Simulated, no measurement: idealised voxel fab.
process module | voxel double patterning
cross-section cut | 265 nm wide | cells 5 nm
A cross-section is a grid of square cells, given in bands from the top down. A band is one or more rows of cells.
Each band's line starts with the height of the band's top and of its bottom, in nm. Then come its materials from left to right, each with its width in nm. One material with "throughout" fills the band from edge to edge. "air" is empty space.
Height 0 is the level under which the wafer as received is all one material. The lowest band goes on downwards, as in "0 down".
A width such as "30 to 40" changes by the same amount from each row of cells to the next, from the band's top row to its bottom row.
"no change" after a step means that no cell of the cross-section changed.
closed voids: empty space of 8 cells or more with no open way to the top, each as width x height at its distance from the left edge, in nm
after a step's settings: what the simulator itself notes on the step
overlay nm, on a step with a mask: how far to the right of its planned place the mask lay; to the left if negative
plan
1 op RECEIVE | material Si
2 op CONFORMAL_DEP | material SiO2 | thk nm 10
3 op DIRECTIONAL_DEP | material W | thk nm 20
4 op DIRECTIONAL_DEP | material SiCN | thk nm 10
5 op DIRECTIONAL_DEP | material aC | thk nm 10
6 op PATTERN | tone open | mask id FIRST | material resist | width nm 15 | pitch nm 50 | thk nm 30 | overlay nm -15
7 op DIRECTIONAL_ETCH | etch materials aC | depth nm 10
8 op STRIP | etch materials resist
9 op DIRECTIONAL_ETCH | etch materials SiCN | depth nm 10
10 op STRIP | etch materials aC
11 op MASKED_ETCH | tone open | mask id SECOND | width nm 15 | etch materials SiCN | depth nm 10 | overlay nm 0
12 op DIRECTIONAL_ETCH | etch materials W | depth nm 20
13 op STRIP | etch materials SiCN
varied across the wafers: overlay nm of step 6. The plan shows the first wafer's value. All wafers start alike
first wafer as received, after step 1
  0 down: Si throughout
  closed voids: none
each wafer at the end: cells of each material gained (+) or lost (-) since it was received, then its closed voids
overlay nm -15 | +106 SiO2 | +180 W | closed voids: none
overlay nm -10 | +106 SiO2 | +176 W | closed voids: none
overlay nm -5 | +106 SiO2 | +176 W | closed voids: none
overlay nm 0 | +106 SiO2 | +176 W | closed voids: none
overlay nm 5 | +106 SiO2 | +176 W | closed voids: none
overlay nm 10 | +106 SiO2 | +176 W | closed voids: none
overlay nm 15 | +106 SiO2 | +180 W | closed voids: none
